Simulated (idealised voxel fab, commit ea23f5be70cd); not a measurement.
The process module that follows is named voxel fin reveal.
Xsec cut, 260 nm wide, square cell size 5 nm.
Cross-sections here: square-cell grids, written as top-down lists of bands, a band being one or more rows of cells.
The entry gives the band's vertical extent as a top height and a bottom height in nm, then its horizontal make-up as materials from left to right, each with a width in nm. "blank" stands for empty space; a single material marked "edge to edge" fills the band edge to edge.
Height is counted from the level 0, under which the received wafer is composed throughout of one material. The lowest of the bands is not closed at the bottom but continues downward, in the notation "from 0 down".
So if you see something like "30->40" for the width, read it as the top row of the band sitting at the first number and the bottom row at the second, with every row in between moving by the same amount as the last.
What does "no modification" mean for a step? It means no cell of the cross-section changed in that step.
Under "Closed internal cavities" you'll find the enclosed gaps, the ones with no way out to the top, that are 8 cells or bigger; each reads width x height at distance, with distance counted from the left edge, everything in nm.
Step line, after settings: the simulator's comment on this step.
"overlay nm" answers the question of how far to the right of plan the mask lay on a step that has a mask, and when it is negative the answer is to the left.
BELOW IS THE LIST OF PLANNED PROCESS STEPS
step 1: RECEIVE,material Si
step 2: CONFORMAL_DEP,material SiN,thk nm 5
step 3: PATTERN,tone cover,mask id FINS,material resist,width nm 15,pitch nm 40,thk nm 20,overlay nm 0
step 4: DIRECTIONAL_ETCH,etch materials SiN,depth nm 5
step 5: DIRECTIONAL_ETCH,etch materials Si,depth nm 30
step 6: STRIP,etch materials resist
step 7: OXIDIZE,depth nm 5
step 8: FILL_DEP,material SiO2,thk nm 15
step 9: CMP,height nm 5
step 10: SELECTIVE_ETCH,etch materials SiO2,depth nm 15
step 11: STRIP,etch materials SiN
step 12: CONFORMAL_DEP,material HfO2,thk nm 5
CROSS-SECTION OF THE WAFER AS IT CAME TO US, I.E., ALREADY THROUGH STEP 1
* from 0 down: Si edge to edge
* Closed internal cavities: none
THE FOLLOWING CROSS-SECTION DEPICTS THE WAFER UPON CONCLUSION OF THE MODULE. PROCESSING COMMENCED FROM THE STARTING CONDITION ILLUSTRATED ABOVE AND ADHERED TO THE PLAN ILLUSTRATED ABOVE, SAVE FOR ONE MISTAKE IN EXECUTION
* from 5 to 0: 75 blank / 25 HfO2 / 15 blank / 25 HfO2 / 15 blank / 25 HfO2 / 80 blank
* from 0 to -5: 75 blank / 5 HfO2 / 15 Si / 5 HfO2 / 15 blank / 5 HfO2 / 15 Si / 5 HfO2 / 15 blank / 5 HfO2 / 15 Si / 5 HfO2 / 80 blank
* from -5 to -10: 80 HfO2 / 15 Si / 25 HfO2 / 15 Si / 25 HfO2 / 15 Si / 85 HfO2
* from -10 to -35: 80 SiO2 / 15 Si / 25 SiO2 / 15 Si / 25 SiO2 / 15 Si / 85 SiO2
* from -35 down: Si edge to edge
* Closed internal cavities: none
Want to know what went wrong? it should be noted that step 3 was executed with settings other than those planned, the operation and settings actually applied being PATTERN,tone cover,mask id FINS,material resist,width nm 25,pitch nm 40,thk nm 20,overlay nm 0
